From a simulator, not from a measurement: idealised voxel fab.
process module | voxel transistor to metal
cross-section cut | 260 nm wide | cells 5 nm
A cross-section is a grid of square cells, given in bands from the top down. A band is one or more rows of cells.
Each band's line starts with the height of the band's top and of its bottom, in nm. Then come its materials from left to right, each with its width in nm. One material with "throughout" fills the band from edge to edge. "air" is empty space.
Height 0 is the level under which the wafer as received is all one material. The lowest band goes on downwards, as in "0 down".
A width such as "30 to 40" changes by the same amount from each row of cells to the next, from the band's top row to its bottom row.
"no change" after a step means that no cell of the cross-section changed.
closed voids: empty space of 8 cells or more with no open way to the top, each as width x height at its distance from the left edge, in nm
after a step's settings: what the simulator itself notes on the step
overlay nm, on a step with a mask: how far to the right of its planned place the mask lay; to the left if negative
plan
1 op RECEIVE | material Si
2 op CONFORMAL_DEP | material SiO2 | thk nm 5
3 op CONFORMAL_DEP | material SiN | thk nm 15
4 op DIRECTIONAL_DEP | material aC | thk nm 15
5 op PATTERN | tone cover | mask id ACTIVE | material resist | width nm 105 | pitch nm 125 | thk nm 35 | overlay nm 0
6 op DIRECTIONAL_ETCH | etch materials aC | depth nm 15
7 op STRIP | etch materials resist
8 op DIRECTIONAL_ETCH | etch materials SiN | depth nm 15
9 op DIRECTIONAL_ETCH | etch materials SiO2 | depth nm 5
10 op DIRECTIONAL_ETCH | etch materials Si | depth nm 30
11 op STRIP | etch materials aC
12 op FILL_DEP | material SiO2 | thk nm 10
13 op CMP | height nm 20
14 op SELECTIVE_ETCH | etch materials SiO2 | depth nm 5
15 op STRIP | etch materials SiN
16 op SELECTIVE_ETCH | etch materials SiO2 | depth nm 5
17 op OXIDIZE | depth nm 5
18 op DIRECTIONAL_DEP | material polySi | thk nm 25
19 op DIRECTIONAL_DEP | material SiCN | thk nm 10
20 op MASKED_ETCH | tone cover | mask id GATE | width nm 15 | pitch nm 125 | etch materials SiCN | depth nm 20 | overlay nm 0
21 op MASKED_ETCH | tone cover | mask id GATE | width nm 15 | pitch nm 125 | etch materials polySi | depth nm 35 | overlay nm 0
22 op CONFORMAL_DEP | material SiN | thk nm 5
23 op DIRECTIONAL_ETCH | etch materials SiN | depth nm 5
24 op DIRECTIONAL_ETCH | etch materials SiO2 | depth nm 5
25 op EPI | material nSi | thk nm 5
26 op FILL_DEP | material SiO2 | thk nm 10
27 op CMP | height nm 35
28 op DIRECTIONAL_DEP | material SiO2 | thk nm 10
29 op DIRECTIONAL_DEP | material aC | thk nm 10
30 op PATTERN | tone open | mask id CONTACT | material resist | width nm 20 | thk nm 25 | overlay nm 0
31 op DIRECTIONAL_ETCH | etch materials aC | depth nm 10
32 op STRIP | etch materials resist
33 op DIRECTIONAL_ETCH | etch materials SiO2 | depth nm 45
34 op STRIP | etch materials aC
35 op CONFORMAL_DEP | material TiN | thk nm 5
36 op FILL_DEP | material W | thk nm 10
37 op CMP | height nm 45
38 op DIRECTIONAL_DEP | material TiN | thk nm 5
39 op DIRECTIONAL_DEP | material W | thk nm 20
40 op MASKED_ETCH | tone cover | mask id METAL_1 | width nm 20 | etch materials W | depth nm 20 | overlay nm 0
41 op MASKED_ETCH | tone cover | mask id METAL_1 | width nm 20 | etch materials TiN | depth nm 5 | overlay nm 0
42 op FILL_DEP | material lowk | thk nm 5
43 op CMP | height nm 70
44 op CONFORMAL_DEP | material SiCN | thk nm 5
45 op DIRECTIONAL_DEP | material SiO2 | thk nm 25
46 op PATTERN | tone open | mask id METAL_2 | material resist | width nm 20 | pitch nm 125 | thk nm 15 | overlay nm 0
47 op DIRECTIONAL_ETCH | etch materials SiO2 | depth nm 15
48 op STRIP | etch materials resist
49 op PATTERN | tone open | mask id METAL_2_HOLES | material resist | width nm 15 | pitch nm 125 | thk nm 20 | overlay nm 0
50 op DIRECTIONAL_ETCH | etch materials SiO2 | depth nm 10
51 op DIRECTIONAL_ETCH | etch materials SiCN | depth nm 5
52 op STRIP | etch materials resist
53 op CONFORMAL_DEP | material TiN | thk nm 5
54 op FILL_DEP | material Ru | thk nm 10
55 op CMP | height nm 100
56 op CONFORMAL_DEP | material SiN | thk nm 5
as received, after step 1
  0 down: Si throughout
  closed voids: none
a wafer at the end: this start, this plan, one mistake
  105 to 100: SiN throughout
  100 to 90: SiO2 20 | TiN 5 | Ru 10 | TiN 5 | SiO2 105 | TiN 5 | Ru 10 | TiN 5 | SiO2 95
  90 to 85: SiO2 20 | TiN 5 | Ru 5 | TiN 10 | SiO2 105 | TiN 5 | Ru 5 | TiN 10 | SiO2 95
  85 to 75: SiO2 20 | TiN 5 | Ru 5 | TiN 5 | SiO2 110 | TiN 5 | Ru 5 | TiN 5 | SiO2 100
  75 to 70: SiCN 20 | TiN 15 | SiCN 110 | TiN 15 | SiCN 100
  70 to 50: lowk 20 | W 20 | lowk 55 | W 20 | lowk 30 | W 20 | lowk 55 | W 20 | lowk 20
  50 to 45: lowk 20 | TiN 20 | lowk 55 | TiN 20 | lowk 30 | TiN 20 | lowk 55 | TiN 20 | lowk 20
  45 to 35: SiO2 20 | TiN 5 | W 10 | TiN 5 | SiO2 55 | TiN 5 | W 10 | TiN 5 | SiO2 30 | TiN 5 | W 10 | TiN 5 | SiO2 55 | TiN 5 | W 10 | TiN 5 | SiO2 20
  35 to 25: SiO2 20 | TiN 5 | W 10 | TiN 5 | SiO2 15 | SiN 5 | SiCN 15 | SiN 5 | SiO2 15 | TiN 5 | W 10 | TiN 5 | SiO2 30 | TiN 5 | W 10 | TiN 5 | SiO2 15 | SiN 5 | SiCN 15 | SiN 5 | SiO2 15 | TiN 5 | W 10 | TiN 5 | SiO2 20
  25 to 10: SiO2 20 | TiN 5 | W 10 | TiN 5 | SiO2 15 | SiN 5 | polySi 15 | SiN 5 | SiO2 15 | TiN 5 | W 10 | TiN 5 | SiO2 30 | TiN 5 | W 10 | TiN 5 | SiO2 15 | SiN 5 | polySi 15 | SiN 5 | SiO2 15 | TiN 5 | W 10 | TiN 5 | SiO2 20
  10 to 5: SiO2 10 | SiN 5 | SiO2 5 | TiN 5 | W 10 | TiN 5 | SiO2 15 | SiN 5 | polySi 15 | SiN 5 | SiO2 15 | TiN 5 | W 10 | TiN 5 | SiO2 5 | SiN 5 | SiO2 10 | SiN 5 | SiO2 5 | TiN 5 | W 10 | TiN 5 | SiO2 15 | SiN 5 | polySi 15 | SiN 5 | SiO2 15 | TiN 5 | W 10 | TiN 5 | SiO2 5 | SiN 5 | SiO2 10
  5 to 0: SiO2 10 | SiN 5 | SiO2 5 | TiN 20 | SiO2 15 | SiN 5 | polySi 15 | SiN 5 | SiO2 15 | TiN 20 | SiO2 5 | SiN 5 | SiO2 10 | SiN 5 | SiO2 5 | TiN 20 | SiO2 15 | SiN 5 | polySi 15 | SiN 5 | SiO2 15 | TiN 20 | SiO2 5 | SiN 5 | SiO2 10
  0 to -5: SiO2 10 | SiN 5 | nSi 40 | SiO2 25 | nSi 40 | SiN 5 | SiO2 10 | SiN 5 | nSi 40 | SiO2 25 | nSi 40 | SiN 5 | SiO2 10
  -5 to -10: SiO2 20 | Si 95 | SiO2 30 | Si 95 | SiO2 20
  -10 to -30: SiO2 15 | Si 105 | SiO2 20 | Si 105 | SiO2 15
  -30 down: Si throughout
  closed voids: none
what went wrong: step 2 was left out
